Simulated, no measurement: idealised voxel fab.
A process module follows: voxel ribs on slabs.
In the cross-section labelled cut, the width is 295 nm and each square cell is 5 nm.
In this document a cross-section is written as a grid of square cells. It is given as a series of bands, listed from the top down, and a band is one or more rows of cells. Band: top height; bottom height; in nm. Then, left to right: material with width in nm, for each material. "edge to edge": a single material spanning edge to edge. "air": empty space. Height reference: 0 = level under which incoming wafer is all one material. Lowest band: no bottom, runs on downward, e.g. "0..down". Width "30 to 40": first value at the band's top row of cells, second value at its bottom row, equal change from row to row. Any step labelled "no alterations made" changed none of the cells in the cross-section. So "Closed void roster" is basically the list of trapped voids: any empty space of 8 cells or more that can't reach the top through an opening. They're written width x height at distance, the distance being from the left edge, and it's all nm. Anything after a step's settings on that line? It's the simulator's own note about the step. overlay nm: mask right of planned place by this much (step with mask). Neg. = left.
# Steps in the process plan
- 1: RECEIVE,material Si
- 2: DIRECTIONAL_DEP,material SiO2,thk nm 30
- 3: DIRECTIONAL_DEP,material SiN,thk nm 15
- 4: DIRECTIONAL_DEP,material aC,thk nm 10
- 5: PATTERN,tone cover,mask id RIB,material resist,width nm 20,thk nm 25,overlay nm 0
- 6: DIRECTIONAL_ETCH,etch materials aC,depth nm 5
- 7: STRIP,etch materials resist
- 8: DIRECTIONAL_ETCH,etch materials SiN,depth nm 5
- 9: STRIP,etch materials aC
- 10: PATTERN,tone cover,mask id SLAB,material resist,width nm 70,thk nm 15,overlay nm 0
- 11: DIRECTIONAL_ETCH,etch materials SiN,depth nm 10
- 12: STRIP,etch materials resist
- 13: FILL_DEP,material SiO2,thk nm 20
- 14: CMP,height nm 55
- 15: DIRECTIONAL_DEP,material TiN,thk nm 5
- 16: PATTERN,tone cover,mask id HEATER,material resist,width nm 30,thk nm 15,overlay nm 0
- 17: DIRECTIONAL_ETCH,etch materials TiN,depth nm 5
- 18: STRIP,etch materials resist
- 19: CONFORMAL_DEP,material SiN,thk nm 10
Across this set of wafers, the varied parameter is the depth nm of step 6. Starting conditions are identical for every wafer, and the plan reports the value assigned to the first wafer.
# Cross-sectional view of the first of several wafers in the as-received condition, corresponding to the state following step 1
> 0..down | Si edge to edge
> Closed void roster: none
# The following table contains a row per wafer, in which are reported, at the conclusion of the module, the cells of each material gained (+) or lost (-) since the wafer's receipt, with its closed voids given thereafter
depth nm 5, +209 SiN, +562 SiO2, +6 TiN, Closed void roster: none
depth nm 10, +154 SiN, +617 SiO2, +6 TiN, Closed void roster: none
depth nm 15, +154 SiN, +617 SiO2, +6 TiN, Closed void roster: none
depth nm 20, +154 SiN, +617 SiO2, +6 TiN, Closed void roster: none
depth nm 25, +154 SiN, +617 SiO2, +6 TiN, Closed void roster: none
